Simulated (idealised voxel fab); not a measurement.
This section sets out a process module, namely voxel wiring stack.
For reference, the cross-section in this document is cut, with width 250 nm and square cells of 5 nm.
The cross-sections in this document take the form of a grid made of square cells. They are written out as bands, in order from top to bottom. Each band consists of one or more rows of cells.
Basically the band line says how high the top is and how high the bottom is, in nm, and then what's in it from left to right, every material with its width in nm. Empty space shows up as "blank", and if a single material carries "everywhere" it runs the full band edge to edge.
Counting heights begins at 0, where everything beneath is, in the wafer as received, one material. The lowest band has no bottom; it goes on downwards, as "z 0 and below" shows.
When a width is written as two numbers, as in "30..40", the first number is the width in the top row of cells of the band and the second is the width in its bottom row, and the width changes by the same amount from each row to the next.
"stayed the same", as given for a step, is the statement that not any cell of the cross-section underwent a change during that step.
If an empty space has no open way to the top and is at least 8 cells in size, "Sealed void list" lists it, written width x height at distance, where distance is measured from the left edge and every value is in nm.
Formally, on a step line, whatever follows the settings is a remark that the simulator itself makes on the step.
"overlay nm", when on a step's line for a step with a mask, measures how far to the right of its planned place the mask lay; a negative measure means to the left.
Each pair of cross-sections that follows straddles one process step: the one shows the state before the step, the other the state after it, down to the lowest band that changed and no further. The step in question, and its settings, are given under the pair. Note that a pair is not necessarily a continuation of the pair above it, since pairs can come from different runs of this module on the same starting wafer; it is a continuation only where its entry headed "Pre-step" says so.

Pre-step
  z 75 to 55  55 blank, 30 W, 25 blank, 30 W, 25 blank, 30 W, 55 blank
  z 55 to 50  55 blank, 30 TiN, 25 blank, 30 TiN, 25 blank, 30 TiN, 55 blank
  z 50 to 40  55 SiO2, 5 TiN, 5 W, 5 TiN, 40 SiO2, 5 TiN, 5 W, 5 TiN, 40 SiO2, 5 TiN, 5 W, 5 TiN, 70 SiO2
  z 40 to 35  55 SiCN, 15 TiN, 40 SiCN, 15 TiN, 40 SiCN, 15 TiN, 70 SiCN
  z 35 to 15  60 SiO2, 25 Ru, 30 SiO2, 25 Ru, 30 SiO2, 25 Ru, 55 SiO2
  z 15 to 10  60 SiO2, 25 TiN, 30 SiO2, 25 TiN, 30 SiO2, 25 TiN, 55 SiO2
  z 10 to 0  SiO2 everywhere
  z 0 and below  Si everywhere
  Sealed void list: none

Resultant Cross-Section
  z 80 to 75  50 blank, 40 SiCN, 15 blank, 40 SiCN, 15 blank, 40 SiCN, 50 blank
  z 75 to 55  50 blank, 5 SiCN, 30 W, 5 SiCN, 15 blank, 5 SiCN, 30 W, 5 SiCN, 15 blank, 5 SiCN, 30 W, 5 SiCN, 50 blank
  z 55 to 50  55 SiCN, 30 TiN, 25 SiCN, 30 TiN, 25 SiCN, 30 TiN, 55 SiCN
  Beneath the level 50, the cross-section is identical to its previous state.
  Sealed void list: none
Can you say which step sits between the two cross-sections above? CONFORMAL_DEP [material SiCN] [thk nm 5]

Pre-step: the after view from the pair directly above serves as the before view here.

Resultant Cross-Section
  z 90 to 80  SiO2 everywhere
  z 80 to 75  50 SiO2, 40 SiCN, 15 SiO2, 40 SiCN, 15 SiO2, 40 SiCN, 50 SiO2
  z 75 to 55  50 SiO2, 5 SiCN, 30 W, 5 SiCN, 15 SiO2, 5 SiCN, 30 W, 5 SiCN, 15 SiO2, 5 SiCN, 30 W, 5 SiCN, 50 SiO2
  Beneath the level 55, the cross-section is identical to its previous state.
  Sealed void list: none
Can you say which step sits between the two cross-sections above? FILL_DEP [material SiO2] [thk nm 10]

Pre-step: the after view from the pair directly above serves as the before view here.

Resultant Cross-Section
  z 75 to 55  50 SiO2, 5 SiCN, 30 W, 5 SiCN, 15 SiO2, 5 SiCN, 30 W, 5 SiCN, 15 SiO2, 5 SiCN, 30 W, 5 SiCN, 50 SiO2
  Beneath the level 55, the cross-section is identical to its previous state.
  Sealed void list: none
Can you say which step sits between the two cross-sections above? CMP [height nm 75]

Pre-step: the after view from the pair directly above serves as the before view here.

Resultant Cross-Section
  z 80 to 75  SiCN everywhere
  Beneath the level 75, the cross-section is identical to its previous state.
  Sealed void list: none
Can you say which step sits between the two cross-sections above? CONFORMAL_DEP [material SiCN] [thk nm 5]

Pre-step: the after view from the pair directly above serves as the before view here.

Resultant Cross-Section
  z 110 to 80  SiO2 everywhere
  Beneath the level 80, the cross-section is identical to its previous state.
  Sealed void list: none
Can you say which step sits between the two cross-sections above? DIRECTIONAL_DEP [material SiO2] [thk nm 30]

Pre-step: the after view from the pair directly above serves as the before view here.

Resultant Cross-Section
  z 120 to 110  aC everywhere
  Beneath the level 110, the cross-section is identical to its previous state.
  Sealed void list: none
Can you say which step sits between the two cross-sections above? DIRECTIONAL_DEP [material aC] [thk nm 10]

Pre-step: the after view from the pair directly above serves as the before view here.

Resultant Cross-Section
  z 145 to 120  55 resist, 30 blank, 25 resist, 30 blank, 25 resist, 30 blank, 55 resist
  Beneath the level 120, the cross-section is identical to its previous state.
  Sealed void list: none
Can you say which step sits between the two cross-sections above? PATTERN [tone open] [mask id METAL_3] [material resist] [width nm 30] [pitch nm 55] [thk nm 25] [overlay nm 0]

Pre-step: the after view from the pair directly above serves as the before view here.

Resultant Cross-Section
  z 135 to 120  55 resist, 30 blank, 25 resist, 30 blank, 25 resist, 30 blank, 55 resist
  z 120 to 110  55 aC, 30 blank, 25 aC, 30 blank, 25 aC, 30 blank, 55 aC
  Beneath the level 110, the cross-section is identical to its previous state.
  Sealed void list: none
Can you say which step sits between the two cross-sections above? DIRECTIONAL_ETCH [etch materials aC] [depth nm 10]

Pre-step: the after view from the pair directly above serves as the before view here.

Resultant Cross-Section
  z 120 to 110  55 aC, 30 blank, 25 aC, 30 blank, 25 aC, 30 blank, 55 aC
  Beneath the level 110, the cross-section is identical to its previous state.
  Sealed void list: none
Can you say which step sits between the two cross-sections above? STRIP [etch materials resist]

Pre-step: the after view from the pair directly above serves as the before view here.

Resultant Cross-Section
  z 120 to 110  55 aC, 30 blank, 25 aC, 30 blank, 25 aC, 30 blank, 55 aC
  z 110 to 95  55 SiO2, 30 blank, 25 SiO2, 30 blank, 25 SiO2, 30 blank, 55 SiO2
  Beneath the level 95, the cross-section is identical to its previous state.
  Sealed void list: none
Can you say which step sits between the two cross-sections above? DIRECTIONAL_ETCH [etch materials SiO2] [depth nm 15]

Pre-step: the after view from the pair directly above serves as the before view here.

Resultant Cross-Section
  z 110 to 95  55 SiO2, 30 blank, 25 SiO2, 30 blank, 25 SiO2, 30 blank, 55 SiO2
  Beneath the level 95, the cross-section is identical to its previous state.
  Sealed void list: none
Can you say which step sits between the two cross-sections above? STRIP [etch materials aC]

Pre-step: the after view from the pair directly above serves as the before view here.

Resultant Cross-Section
  z 125 to 110  55 resist, 15 blank, 40 resist, 15 blank, 40 resist, 15 blank, 70 resist
  z 110 to 95  55 SiO2, 15 blank, 15 resist, 25 SiO2, 15 blank, 15 resist, 25 SiO2, 15 blank, 15 resist, 55 SiO2
  Beneath the level 95, the cross-section is identical to its previous state.
  Sealed void list: none
Can you say which step sits between the two cross-sections above? PATTERN [tone open] [mask id METAL_3_HOLES] [material resist] [width nm 15] [pitch nm 55] [thk nm 15] [overlay nm 0]

Pre-step: the after view from the pair directly above serves as the before view here.

Resultant Cross-Section
  z 125 to 110  55 resist, 15 blank, 40 resist, 15 blank, 40 resist, 15 blank, 70 resist
  z 110 to 95  55 SiO2, 15 blank, 15 resist, 25 SiO2, 15 blank, 15 resist, 25 SiO2, 15 blank, 15 resist, 55 SiO2
  z 95 to 80  55 SiO2, 15 blank, 40 SiO2, 15 blank, 40 SiO2, 15 blank, 70 SiO2
  Beneath the level 80, the cross-section is identical to its previous state.
  Sealed void list: none
Can you say which step sits between the two cross-sections above? DIRECTIONAL_ETCH [etch materials SiO2] [depth nm 15]

Pre-step: the after view from the pair directly above serves as the before view here.

Resultant Cross-Section
  z 125 to 110  55 resist, 15 blank, 40 resist, 15 blank, 40 resist, 15 blank, 70 resist
  z 110 to 95  55 SiO2, 15 blank, 15 resist, 25 SiO2, 15 blank, 15 resist, 25 SiO2, 15 blank, 15 resist, 55 SiO2
  z 95 to 80  55 SiO2, 15 blank, 40 SiO2, 15 blank, 40 SiO2, 15 blank, 70 SiO2
  z 80 to 75  55 SiCN, 15 blank, 40 SiCN, 15 blank, 40 SiCN, 15 blank, 70 SiCN
  Beneath the level 75, the cross-section is identical to its previous state.
  Sealed void list: none
Can you say which step sits between the two cross-sections above? DIRECTIONAL_ETCH [etch materials SiCN] [depth nm 5]

Pre-step: the after view from the pair directly above serves as the before view here.

Resultant Cross-Section
  z 110 to 95  55 SiO2, 30 blank, 25 SiO2, 30 blank, 25 SiO2, 30 blank, 55 SiO2
  Beneath the level 95, the cross-section is identical to its previous state.
  Sealed void list: none
Can you say which step sits between the two cross-sections above? STRIP [etch materials resist]

Pre-step: the after view from the pair directly above serves as the before view here.

Resultant Cross-Section
  z 115 to 110  60 TiN, 20 blank, 35 TiN, 20 blank, 35 TiN, 20 blank, 60 TiN
  z 110 to 100  55 SiO2, 5 TiN, 20 blank, 5 TiN, 25 SiO2, 5 TiN, 20 blank, 5 TiN, 25 SiO2, 5 TiN, 20 blank, 5 TiN, 55 SiO2
  z 100 to 95  55 SiO2, 5 TiN, 5 blank, 20 TiN, 25 SiO2, 5 TiN, 5 blank, 20 TiN, 25 SiO2, 5 TiN, 5 blank, 20 TiN, 55 SiO2
  z 95 to 80  55 SiO2, 5 TiN, 5 blank, 5 TiN, 40 SiO2, 5 TiN, 5 blank, 5 TiN, 40 SiO2, 5 TiN, 5 blank, 5 TiN, 70 SiO2
  z 80 to 75  55 SiCN, 15 TiN, 40 SiCN, 15 TiN, 40 SiCN, 15 TiN, 70 SiCN
  Beneath the level 75, the cross-section is identical to its previous state.
  Sealed void list: none
Can you say which step sits between the two cross-sections above? CONFORMAL_DEP [material TiN] [thk nm 5]

Pre-step: the after view from the pair directly above serves as the before view here.

Resultant Cross-Section
  z 125 to 115  Cu everywhere
  z 115 to 110  60 TiN, 20 Cu, 35 TiN, 20 Cu, 35 TiN, 20 Cu, 60 TiN
  z 110 to 100  55 SiO2, 5 TiN, 20 Cu, 5 TiN, 25 SiO2, 5 TiN, 20 Cu, 5 TiN, 25 SiO2, 5 TiN, 20 Cu, 5 TiN, 55 SiO2
  z 100 to 95  55 SiO2, 5 TiN, 5 Cu, 20 TiN, 25 SiO2, 5 TiN, 5 Cu, 20 TiN, 25 SiO2, 5 TiN, 5 Cu, 20 TiN, 55 SiO2
  z 95 to 80  55 SiO2, 5 TiN, 5 Cu, 5 TiN, 40 SiO2, 5 TiN, 5 Cu, 5 TiN, 40 SiO2, 5 TiN, 5 Cu, 5 TiN, 70 SiO2
  Beneath the level 80, the cross-section is identical to its previous state.
  Sealed void list: none
Can you say which step sits between the two cross-sections above? FILL_DEP [material Cu] [thk nm 10]

Pre-step: the after view from the pair directly above serves as the before view here.

Resultant Cross-Section
  z 110 to 100  55 SiO2, 5 TiN, 20 Cu, 5 TiN, 25 SiO2, 5 TiN, 20 Cu, 5 TiN, 25 SiO2, 5 TiN, 20 Cu, 5 TiN, 55 SiO2
  Beneath the level 100, the cross-section is identical to its previous state.
  Sealed void list: none
Can you say which step sits between the two cross-sections above? CMP [height nm 110]

Pre-step: the after view from the pair directly above serves as the before view here.

Resultant Cross-Section
  z 115 to 110  SiCN everywhere
  Beneath the level 110, the cross-section is identical to its previous state.
  Sealed void list: none
Can you say which step sits between the two cross-sections above? CONFORMAL_DEP [material SiCN] [thk nm 5]

Pre-step
  z 75 to 55  W everywhere
  z 55 to 50  TiN everywhere
  z 50 to 40  55 SiO2, 5 TiN, 5 W, 5 TiN, 40 SiO2, 5 TiN, 5 W, 5 TiN, 40 SiO2, 5 TiN, 5 W, 5 TiN, 70 SiO2
  z 40 to 35  55 SiCN, 15 TiN, 40 SiCN, 15 TiN, 40 SiCN, 15 TiN, 70 SiCN
  z 35 to 15  55 SiO2, 30 Ru, 25 SiO2, 30 Ru, 25 SiO2, 30 Ru, 55 SiO2
  z 15 to 10  55 SiO2, 30 TiN, 25 SiO2, 30 TiN, 25 SiO2, 30 TiN, 55 SiO2
  z 10 to 0  SiO2 everywhere
  z 0 and below  Si everywhere
  Sealed void list: none

Resultant Cross-Section
  z 90 to 75  45 blank, 30 resist, 25 blank, 30 resist, 25 blank, 30 resist, 65 blank
  Beneath the level 75, the cross-section is identical to its previous state.
  Sealed void list: none
Can you say which step sits between the two cross-sections above? PATTERN [tone cover] [mask id METAL_2] [material resist] [width nm 30] [pitch nm 55] [thk nm 15] [overlay nm -10]

Pre-step: the after view from the pair directly above serves as the before view here.

Resultant Cross-Section
  z 90 to 75  45 blank, 30 resist, 25 blank, 30 resist, 25 blank, 30 resist, 65 blank
  z 75 to 55  45 blank, 30 W, 25 blank, 30 W, 25 blank, 30 W, 65 blank
  Beneath the level 55, the cross-section is identical to its previous state.
  Sealed void list: none
Can you say which step sits between the two cross-sections above? DIRECTIONAL_ETCH [etch materials W] [depth nm 20]

Pre-step: the after view from the pair directly above serves as the before view here.

Resultant Cross-Section
  z 90 to 75  45 blank, 30 resist, 25 blank, 30 resist, 25 blank, 30 resist, 65 blank
  z 75 to 55  45 blank, 30 W, 25 blank, 30 W, 25 blank, 30 W, 65 blank
  z 55 to 50  45 blank, 30 TiN, 25 blank, 30 TiN, 25 blank, 30 TiN, 65 blank
  Beneath the level 50, the cross-section is identical to its previous state.
  Sealed void list: none
Can you say which step sits between the two cross-sections above? DIRECTIONAL_ETCH [etch materials TiN] [depth nm 5]

Pre-step: the after view from the pair directly above serves as the before view here.

Resultant Cross-Section
  z 75 to 55  45 blank, 30 W, 25 blank, 30 W, 25 blank, 30 W, 65 blank
  Beneath the level 55, the cross-section is identical to its previous state.
  Sealed void list: none
Can you say which step sits between the two cross-sections above? STRIP [etch materials resist]

Pre-step: the after view from the pair directly above serves as the before view here.

Resultant Cross-Section
  z 80 to 75  40 blank, 40 SiCN, 15 blank, 40 SiCN, 15 blank, 40 SiCN, 60 blank
  z 75 to 55  40 blank, 5 SiCN, 30 W, 5 SiCN, 15 blank, 5 SiCN, 30 W, 5 SiCN, 15 blank, 5 SiCN, 30 W, 5 SiCN, 60 blank
  z 55 to 50  45 SiCN, 30 TiN, 25 SiCN, 30 TiN, 25 SiCN, 30 TiN, 65 SiCN
  Beneath the level 50, the cross-section is identical to its previous state.
  Sealed void list: none
Can you say which step sits between the two cross-sections above? CONFORMAL_DEP [material SiCN] [thk nm 5]

Pre-step: the after view from the pair directly above serves as the before view here.

Resultant Cross-Section
  z 90 to 80  SiO2 everywhere
  z 80 to 75  40 SiO2, 40 SiCN, 15 SiO2, 40 SiCN, 15 SiO2, 40 SiCN, 60 SiO2
  z 75 to 55  40 SiO2, 5 SiCN, 30 W, 5 SiCN, 15 SiO2, 5 SiCN, 30 W, 5 SiCN, 15 SiO2, 5 SiCN, 30 W, 5 SiCN, 60 SiO2
  Beneath the level 55, the cross-section is identical to its previous state.
  Sealed void list: none
Can you say which step sits between the two cross-sections above? FILL_DEP [material SiO2] [thk nm 10]

Pre-step: the after view from the pair directly above serves as the before view here.

Resultant Cross-Section
  z 75 to 55  40 SiO2, 5 SiCN, 30 W, 5 SiCN, 15 SiO2, 5 SiCN, 30 W, 5 SiCN, 15 SiO2, 5 SiCN, 30 W, 5 SiCN, 60 SiO2
  Beneath the level 55, the cross-section is identical to its previous state.
  Sealed void list: none
Can you say which step sits between the two cross-sections above? CMP [height nm 75]

Pre-step: the after view from the pair directly above serves as the before view here.

Resultant Cross-Section
  z 80 to 75  SiCN everywhere
  Beneath the level 75, the cross-section is identical to its previous state.
  Sealed void list: none
Can you say which step sits between the two cross-sections above? CONFORMAL_DEP [material SiCN] [thk nm 5]

Pre-step: the after view from the pair directly above serves as the before view here.

Resultant Cross-Section
  z 110 to 80  SiO2 everywhere
  Beneath the level 80, the cross-section is identical to its previous state.
  Sealed void list: none
Can you say which step sits between the two cross-sections above? DIRECTIONAL_DEP [material SiO2] [thk nm 30]

Pre-step: the after view from the pair directly above serves as the before view here.

Resultant Cross-Section
  z 120 to 110  aC everywhere
  Beneath the level 110, the cross-section is identical to its previous state.
  Sealed void list: none
Can you say which step sits between the two cross-sections above? DIRECTIONAL_DEP [material aC] [thk nm 10]

Pre-step: the after view from the pair directly above serves as the before view here.

Resultant Cross-Section
  z 145 to 120  55 resist, 30 blank, 25 resist, 30 blank, 25 resist, 30 blank, 55 resist
  Beneath the level 120, the cross-section is identical to its previous state.
  Sealed void list: none
Can you say which step sits between the two cross-sections above? PATTERN [tone open] [mask id METAL_3] [material resist] [width nm 30] [pitch nm 55] [thk nm 25] [overlay nm 0]

Pre-step: the after view from the pair directly above serves as the before view here.

Resultant Cross-Section
  z 135 to 120  55 resist, 30 blank, 25 resist, 30 blank, 25 resist, 30 blank, 55 resist
  z 120 to 110  55 aC, 30 blank, 25 aC, 30 blank, 25 aC, 30 blank, 55 aC
  Beneath the level 110, the cross-section is identical to its previous state.
  Sealed void list: none
Can you say which step sits between the two cross-sections above? DIRECTIONAL_ETCH [etch materials aC] [depth nm 10]

Pre-step: the after view from the pair directly above serves as the before view here.

Resultant Cross-Section
  z 120 to 110  55 aC, 30 blank, 25 aC, 30 blank, 25 aC, 30 blank, 55 aC
  Beneath the level 110, the cross-section is identical to its previous state.
  Sealed void list: none
Can you say which step sits between the two cross-sections above? STRIP [etch materials resist]

Pre-step: the after view from the pair directly above serves as the before view here.

Resultant Cross-Section
  z 120 to 110  55 aC, 30 blank, 25 aC, 30 blank, 25 aC, 30 blank, 55 aC
  z 110 to 95  55 SiO2, 30 blank, 25 SiO2, 30 blank, 25 SiO2, 30 blank, 55 SiO2
  Beneath the level 95, the cross-section is identical to its previous state.
  Sealed void list: none
Can you say which step sits between the two cross-sections above? DIRECTIONAL_ETCH [etch materials SiO2] [depth nm 15]

Pre-step: the after view from the pair directly above serves as the before view here.

Resultant Cross-Section
  z 110 to 95  55 SiO2, 30 blank, 25 SiO2, 30 blank, 25 SiO2, 30 blank, 55 SiO2
  Beneath the level 95, the cross-section is identical to its previous state.
  Sealed void list: none
Can you say which step sits between the two cross-sections above? STRIP [etch materials aC]

Pre-step: the after view from the pair directly above serves as the before view here.

Resultant Cross-Section
  z 125 to 110  55 resist, 15 blank, 40 resist, 15 blank, 40 resist, 15 blank, 70 resist
  z 110 to 95  55 SiO2, 15 blank, 15 resist, 25 SiO2, 15 blank, 15 resist, 25 SiO2, 15 blank, 15 resist, 55 SiO2
  Beneath the level 95, the cross-section is identical to its previous state.
  Sealed void list: none
Can you say which step sits between the two cross-sections above? PATTERN [tone open] [mask id METAL_3_HOLES] [material resist] [width nm 15] [pitch nm 55] [thk nm 15] [overlay nm 0]

Pre-step: the after view from the pair directly above serves as the before view here.

Resultant Cross-Section
  z 125 to 110  55 resist, 15 blank, 40 resist, 15 blank, 40 resist, 15 blank, 70 resist
  z 110 to 95  55 SiO2, 15 blank, 15 resist, 25 SiO2, 15 blank, 15 resist, 25 SiO2, 15 blank, 15 resist, 55 SiO2
  z 95 to 80  55 SiO2, 15 blank, 40 SiO2, 15 blank, 40 SiO2, 15 blank, 70 SiO2
  Beneath the level 80, the cross-section is identical to its previous state.
  Sealed void list: none
Can you say which step sits between the two cross-sections above? DIRECTIONAL_ETCH [etch materials SiO2] [depth nm 15]

Pre-step: the after view from the pair directly above serves as the before view here.

Resultant Cross-Section
  z 125 to 110  55 resist, 15 blank, 40 resist, 15 blank, 40 resist, 15 blank, 70 resist
  z 110 to 95  55 SiO2, 15 blank, 15 resist, 25 SiO2, 15 blank, 15 resist, 25 SiO2, 15 blank, 15 resist, 55 SiO2
  z 95 to 80  55 SiO2, 15 blank, 40 SiO2, 15 blank, 40 SiO2, 15 blank, 70 SiO2
  z 80 to 75  55 SiCN, 15 blank, 40 SiCN, 15 blank, 40 SiCN, 15 blank, 70 SiCN
  Beneath the level 75, the cross-section is identical to its previous state.
  Sealed void list: none
Can you say which step sits between the two cross-sections above? DIRECTIONAL_ETCH [etch materials SiCN] [depth nm 5]

Pre-step: the after view from the pair directly above serves as the before view here.

Resultant Cross-Section
  z 110 to 95  55 SiO2, 30 blank, 25 SiO2, 30 blank, 25 SiO2, 30 blank, 55 SiO2
  Beneath the level 95, the cross-section is identical to its previous state.
  Sealed void list: none
Can you say which step sits between the two cross-sections above? STRIP [etch materials resist]

Pre-step: the after view from the pair directly above serves as the before view here.

Resultant Cross-Section
  z 115 to 110  60 TiN, 20 blank, 35 TiN, 20 blank, 35 TiN, 20 blank, 60 TiN
  z 110 to 100  55 SiO2, 5 TiN, 20 blank, 5 TiN, 25 SiO2, 5 TiN, 20 blank, 5 TiN, 25 SiO2, 5 TiN, 20 blank, 5 TiN, 55 SiO2
  z 100 to 95  55 SiO2, 5 TiN, 5 blank, 20 TiN, 25 SiO2, 5 TiN, 5 blank, 20 TiN, 25 SiO2, 5 TiN, 5 blank, 20 TiN, 55 SiO2
  z 95 to 80  55 SiO2, 5 TiN, 5 blank, 5 TiN, 40 SiO2, 5 TiN, 5 blank, 5 TiN, 40 SiO2, 5 TiN, 5 blank, 5 TiN, 70 SiO2
  z 80 to 75  55 SiCN, 15 TiN, 40 SiCN, 15 TiN, 40 SiCN, 15 TiN, 70 SiCN
  Beneath the level 75, the cross-section is identical to its previous state.
  Sealed void list: none
Can you say which step sits between the two cross-sections above? CONFORMAL_DEP [material TiN] [thk nm 5]

Pre-step: the after view from the pair directly above serves as the before view here.

Resultant Cross-Section
  z 125 to 115  Cu everywhere
  z 115 to 110  60 TiN, 20 Cu, 35 TiN, 20 Cu, 35 TiN, 20 Cu, 60 TiN
  z 110 to 100  55 SiO2, 5 TiN, 20 Cu, 5 TiN, 25 SiO2, 5 TiN, 20 Cu, 5 TiN, 25 SiO2, 5 TiN, 20 Cu, 5 TiN, 55 SiO2
  z 100 to 95  55 SiO2, 5 TiN, 5 Cu, 20 TiN, 25 SiO2, 5 TiN, 5 Cu, 20 TiN, 25 SiO2, 5 TiN, 5 Cu, 20 TiN, 55 SiO2
  z 95 to 80  55 SiO2, 5 TiN, 5 Cu, 5 TiN, 40 SiO2, 5 TiN, 5 Cu, 5 TiN, 40 SiO2, 5 TiN, 5 Cu, 5 TiN, 70 SiO2
  Beneath the level 80, the cross-section is identical to its previous state.
  Sealed void list: none
Can you say which step sits between the two cross-sections above? FILL_DEP [material Cu] [thk nm 10]

Pre-step: the after view from the pair directly above serves as the before view here.

Resultant Cross-Section
  z 110 to 100  55 SiO2, 5 TiN, 20 Cu, 5 TiN, 25 SiO2, 5 TiN, 20 Cu, 5 TiN, 25 SiO2, 5 TiN, 20 Cu, 5 TiN, 55 SiO2
  Beneath the level 100, the cross-section is identical to its previous state.
  Sealed void list: none
Can you say which step sits between the two cross-sections above? CMP [height nm 110]

Pre-step: the after view from the pair directly above serves as the before view here.

Resultant Cross-Section
  z 115 to 110  SiCN everywhere
  Beneath the level 110, the cross-section is identical to its previous state.
  Sealed void list: none
Can you say which step sits between the two cross-sections above? CONFORMAL_DEP [material SiCN] [thk nm 5]

Pre-step
  z 75 to 55  50 SiO2, 5 SiCN, 30 W, 5 SiCN, 15 SiO2, 5 SiCN, 30 W, 5 SiCN, 15 SiO2, 5 SiCN, 30 W, 5 SiCN, 50 SiO2
  z 55 to 50  55 SiCN, 30 TiN, 25 SiCN, 30 TiN, 25 SiCN, 30 TiN, 55 SiCN
  z 50 to 40  55 SiO2, 5 TiN, 5 W, 5 TiN, 40 SiO2, 5 TiN, 5 W, 5 TiN, 40 SiO2, 5 TiN, 5 W, 5 TiN, 70 SiO2
  z 40 to 35  55 SiCN, 15 TiN, 40 SiCN, 15 TiN, 40 SiCN, 15 TiN, 70 SiCN
  z 35 to 15  55 SiO2, 30 Ru, 25 SiO2, 30 Ru, 25 SiO2, 30 Ru, 55 SiO2
  z 15 to 10  55 SiO2, 30 TiN, 25 SiO2, 30 TiN, 25 SiO2, 30 TiN, 55 SiO2
  z 10 to 0  SiO2 everywhere
  z 0 and below  Si everywhere
  Sealed void list: none

Resultant Cross-Section
  z 80 to 75  W everywhere
  Beneath the level 75, the cross-section is identical to its previous state.
  Sealed void list: none
Can you say which step sits between the two cross-sections above? CONFORMAL_DEP [material W] [thk nm 5]

Pre-step: the after view from the pair directly above serves as the before view here.

Resultant Cross-Section
  z 110 to 80  SiO2 everywhere
  Beneath the level 80, the cross-section is identical to its previous state.
  Sealed void list: none
Can you say which step sits between the two cross-sections above? DIRECTIONAL_DEP [material SiO2] [thk nm 30]

Pre-step: the after view from the pair directly above serves as the before view here.

Resultant Cross-Section
  z 120 to 110  aC everywhere
  Beneath the level 110, the cross-section is identical to its previous state.
  Sealed void list: none
Can you say which step sits between the two cross-sections above? DIRECTIONAL_DEP [material aC] [thk nm 10]

Pre-step: the after view from the pair directly above serves as the before view here.

Resultant Cross-Section
  z 145 to 120  55 resist, 30 blank, 25 resist, 30 blank, 25 resist, 30 blank, 55 resist
  Beneath the level 120, the cross-section is identical to its previous state.
  Sealed void list: none
Can you say which step sits between the two cross-sections above? PATTERN [tone open] [mask id METAL_3] [material resist] [width nm 30] [pitch nm 55] [thk nm 25] [overlay nm 0]

Pre-step: the after view from the pair directly above serves as the before view here.

Resultant Cross-Section
  z 135 to 120  55 resist, 30 blank, 25 resist, 30 blank, 25 resist, 30 blank, 55 resist
  z 120 to 110  55 aC, 30 blank, 25 aC, 30 blank, 25 aC, 30 blank, 55 aC
  Beneath the level 110, the cross-section is identical to its previous state.
  Sealed void list: none
Can you say which step sits between the two cross-sections above? DIRECTIONAL_ETCH [etch materials aC] [depth nm 10]

Pre-step: the after view from the pair directly above serves as the before view here.

Resultant Cross-Section
  z 120 to 110  55 aC, 30 blank, 25 aC, 30 blank, 25 aC, 30 blank, 55 aC
  Beneath the level 110, the cross-section is identical to its previous state.
  Sealed void list: none
Can you say which step sits between the two cross-sections above? STRIP [etch materials resist]

Pre-step: the after view from the pair directly above serves as the before view here.

Resultant Cross-Section
  z 120 to 110  55 aC, 30 blank, 25 aC, 30 blank, 25 aC, 30 blank, 55 aC
  z 110 to 95  55 SiO2, 30 blank, 25 SiO2, 30 blank, 25 SiO2, 30 blank, 55 SiO2
  Beneath the level 95, the cross-section is identical to its previous state.
  Sealed void list: none
Can you say which step sits between the two cross-sections above? DIRECTIONAL_ETCH [etch materials SiO2] [depth nm 15]

Pre-step: the after view from the pair directly above serves as the before view here.

Resultant Cross-Section
  z 110 to 95  55 SiO2, 30 blank, 25 SiO2, 30 blank, 25 SiO2, 30 blank, 55 SiO2
  Beneath the level 95, the cross-section is identical to its previous state.
  Sealed void list: none
Can you say which step sits between the two cross-sections above? STRIP [etch materials aC]

Pre-step: the after view from the pair directly above serves as the before view here.

Resultant Cross-Section
  z 125 to 110  55 resist, 15 blank, 40 resist, 15 blank, 40 resist, 15 blank, 70 resist
  z 110 to 95  55 SiO2, 15 blank, 15 resist, 25 SiO2, 15 blank, 15 resist, 25 SiO2, 15 blank, 15 resist, 55 SiO2
  Beneath the level 95, the cross-section is identical to its previous state.
  Sealed void list: none
Can you say which step sits between the two cross-sections above? PATTERN [tone open] [mask id METAL_3_HOLES] [material resist] [width nm 15] [pitch nm 55] [thk nm 15] [overlay nm 0]

Pre-step: the after view from the pair directly above serves as the before view here.

Resultant Cross-Section
  z 125 to 110  55 resist, 15 blank, 40 resist, 15 blank, 40 resist, 15 blank, 70 resist
  z 110 to 95  55 SiO2, 15 blank, 15 resist, 25 SiO2, 15 blank, 15 resist, 25 SiO2, 15 blank, 15 resist, 55 SiO2
  z 95 to 80  55 SiO2, 15 blank, 40 SiO2, 15 blank, 40 SiO2, 15 blank, 70 SiO2
  Beneath the level 80, the cross-section is identical to its previous state.
  Sealed void list: none
Can you say which step sits between the two cross-sections above? DIRECTIONAL_ETCH [etch materials SiO2] [depth nm 15]

Pre-step: the after view from the pair directly above serves as the before view here.

Resultant Cross-Section
  z 110 to 95  55 SiO2, 30 blank, 25 SiO2, 30 blank, 25 SiO2, 30 blank, 55 SiO2
  Beneath the level 95, the cross-section is identical to its previous state.
  Sealed void list: none
Can you say which step sits between the two cross-sections above? STRIP [etch materials resist]

Pre-step: the after view from the pair directly above serves as the before view here.

Resultant Cross-Section
  z 115 to 110  60 TiN, 20 blank, 35 TiN, 20 blank, 35 TiN, 20 blank, 60 TiN
  z 110 to 100  55 SiO2, 5 TiN, 20 blank, 5 TiN, 25 SiO2, 5 TiN, 20 blank, 5 TiN, 25 SiO2, 5 TiN, 20 blank, 5 TiN, 55 SiO2
  z 100 to 95  55 SiO2, 5 TiN, 5 blank, 20 TiN, 25 SiO2, 5 TiN, 5 blank, 20 TiN, 25 SiO2, 5 TiN, 5 blank, 20 TiN, 55 SiO2
  z 95 to 85  55 SiO2, 5 TiN, 5 blank, 5 TiN, 40 SiO2, 5 TiN, 5 blank, 5 TiN, 40 SiO2, 5 TiN, 5 blank, 5 TiN, 70 SiO2
  z 85 to 80  55 SiO2, 15 TiN, 40 SiO2, 15 TiN, 40 SiO2, 15 TiN, 70 SiO2
  Beneath the level 80, the cross-section is identical to its previous state.
  Sealed void list: none
Can you say which step sits between the two cross-sections above? CONFORMAL_DEP [material TiN] [thk nm 5]

Pre-step: the after view from the pair directly above serves as the before view here.

Resultant Cross-Section
  z 125 to 115  Cu everywhere
  z 115 to 110  60 TiN, 20 Cu, 35 TiN, 20 Cu, 35 TiN, 20 Cu, 60 TiN
  z 110 to 100  55 SiO2, 5 TiN, 20 Cu, 5 TiN, 25 SiO2, 5 TiN, 20 Cu, 5 TiN, 25 SiO2, 5 TiN, 20 Cu, 5 TiN, 55 SiO2
  z 100 to 95  55 SiO2, 5 TiN, 5 Cu, 20 TiN, 25 SiO2, 5 TiN, 5 Cu, 20 TiN, 25 SiO2, 5 TiN, 5 Cu, 20 TiN, 55 SiO2
  z 95 to 85  55 SiO2, 5 TiN, 5 Cu, 5 TiN, 40 SiO2, 5 TiN, 5 Cu, 5 TiN, 40 SiO2, 5 TiN, 5 Cu, 5 TiN, 70 SiO2
  Beneath the level 85, the cross-section is identical to its previous state.
  Sealed void list: none
Can you say which step sits between the two cross-sections above? FILL_DEP [material Cu] [thk nm 10]
